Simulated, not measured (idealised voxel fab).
process module | voxel gate over fins
cross-section cut | 150 nm wide | cells 5 nm
A cross-section is a grid of square cells, given in bands from the top down. A band is one or more rows of cells.
Each band's line starts with the height of the band's top and of its bottom, in nm. Then come its materials from left to right, each with its width in nm. One material with "throughout" fills the band from edge to edge. "air" is empty space.
Height 0 is the level under which the wafer as received is all one material. The lowest band goes on downwards, as in "0 down".
A width such as "30 to 40" changes by the same amount from each row of cells to the next, from the band's top row to its bottom row.
"no change" after a step means that no cell of the cross-section changed.
closed voids: empty space of 8 cells or more with no open way to the top, each as width x height at its distance from the left edge, in nm
after a step's settings: what the simulator itself notes on the step
overlay nm, on a step with a mask: how far to the right of its planned place the mask lay; to the left if negative
plan
1 op RECEIVE | material Si
2 op CONFORMAL_DEP | material SiN | thk nm 5
3 op MASKED_ETCH | tone cover | mask id FINS | width nm 15 | pitch nm 60 | etch materials SiN | depth nm 5 | overlay nm 0
4 op MASKED_ETCH | tone cover | mask id FINS | width nm 15 | pitch nm 60 | etch materials Si | depth nm 40 | overlay nm 0
5 op OXIDIZE | depth nm 5
6 op FILL_DEP | material SiO2 | thk nm 5
7 op CMP | height nm 5
8 op DIRECTIONAL_DEP | material aC | thk nm 15
9 op PATTERN | tone open | mask id RAIL | material resist | width nm 15 | thk nm 35 | overlay nm 0
10 op DIRECTIONAL_ETCH | etch materials aC | depth nm 15
11 op STRIP | etch materials resist
12 op DIRECTIONAL_ETCH | etch materials SiO2 | depth nm 40
13 op STRIP | etch materials aC
14 op CONFORMAL_DEP | material TiN | thk nm 5
15 op FILL_DEP | material W | thk nm 10
16 op CMP | height nm 5
17 op SELECTIVE_ETCH | etch materials W Ru TiN | depth nm 25
18 op FILL_DEP | material SiO2 | thk nm 5
19 op CMP | height nm 5
20 op SELECTIVE_ETCH | etch materials SiO2 | depth nm 20
21 op STRIP | etch materials SiN
22 op CONFORMAL_DEP | material HfO2 | thk nm 5
23 op CONFORMAL_DEP | material TiN | thk nm 5
24 op FILL_DEP | material W | thk nm 10
25 op CMP | height nm 15
26 op CONFORMAL_DEP | material SiCN | thk nm 5
as received, after step 1
  0 down: Si throughout
  closed voids: none
first wafer at the end, as planned
  20 to 15: SiCN throughout
  15 to 10: W throughout
  10 to 5: W 30 | TiN 25 | W 35 | TiN 25 | W 35
  5 to 0: W 30 | TiN 5 | HfO2 15 | TiN 5 | W 35 | TiN 5 | HfO2 15 | TiN 5 | W 35
  0 to -5: W 30 | TiN 5 | HfO2 5 | Si 5 | HfO2 5 | TiN 5 | W 35 | TiN 5 | HfO2 5 | Si 5 | HfO2 5 | TiN 5 | W 35
  -5 to -10: TiN 35 | HfO2 5 | Si 5 | HfO2 5 | TiN 45 | HfO2 5 | Si 5 | HfO2 5 | TiN 40
  -10 to -15: HfO2 40 | Si 5 | HfO2 55 | Si 5 | HfO2 45
  -15 to -20: SiO2 40 | Si 5 | SiO2 55 | Si 5 | SiO2 45
  -20 to -30: SiO2 40 | Si 5 | SiO2 20 | TiN 5 | W 5 | TiN 5 | SiO2 20 | Si 5 | SiO2 45
  -30 to -35: SiO2 40 | Si 5 | SiO2 20 | TiN 15 | SiO2 20 | Si 5 | SiO2 45
  -35 to -45: SiO2 40 | Si 5 | SiO2 55 | Si 5 | SiO2 45
  -45 down: Si throughout
  closed voids: none
second wafer at the end: like start, like plan, one mistake
  20 to 15: SiCN throughout
  15 to 10: W throughout
  10 to 5: W 40 | TiN 25 | W 35 | TiN 25 | W 25
  5 to 0: W 30 | TiN 15 | HfO2 15 | TiN 5 | W 25 | TiN 15 | HfO2 15 | TiN 5 | W 25
  0 to -5: W 30 | TiN 5 | HfO2 15 | Si 5 | HfO2 5 | TiN 5 | W 25 | TiN 5 | HfO2 15 | Si 5 | HfO2 5 | TiN 5 | W 25
  -5 to -10: TiN 35 | HfO2 5 | Si 15 | HfO2 5 | TiN 35 | HfO2 5 | Si 15 | HfO2 5 | TiN 30
  -10 to -15: HfO2 40 | Si 15 | HfO2 45 | Si 15 | HfO2 35
  -15 to -20: SiO2 40 | Si 15 | SiO2 45 | Si 15 | SiO2 35
  -20 to -30: SiO2 40 | Si 15 | SiO2 10 | TiN 5 | W 5 | TiN 5 | SiO2 20 | Si 15 | SiO2 35
  -30 to -35: SiO2 40 | Si 15 | SiO2 10 | TiN 15 | SiO2 20 | Si 15 | SiO2 35
  -35 to -45: SiO2 40 | Si 15 | SiO2 45 | Si 15 | SiO2 35
  -45 down: Si throughout
  closed voids: none
what went wrong: step 3 ran as: op MASKED_ETCH | tone cover | mask id FINS | width nm 15 | pitch nm 60 | etch materials SiN | depth nm 5 | overlay nm 10
at the end the second wafer has, in cells: 32 more of Si | 24 fewer of SiO2 | 8 fewer of W
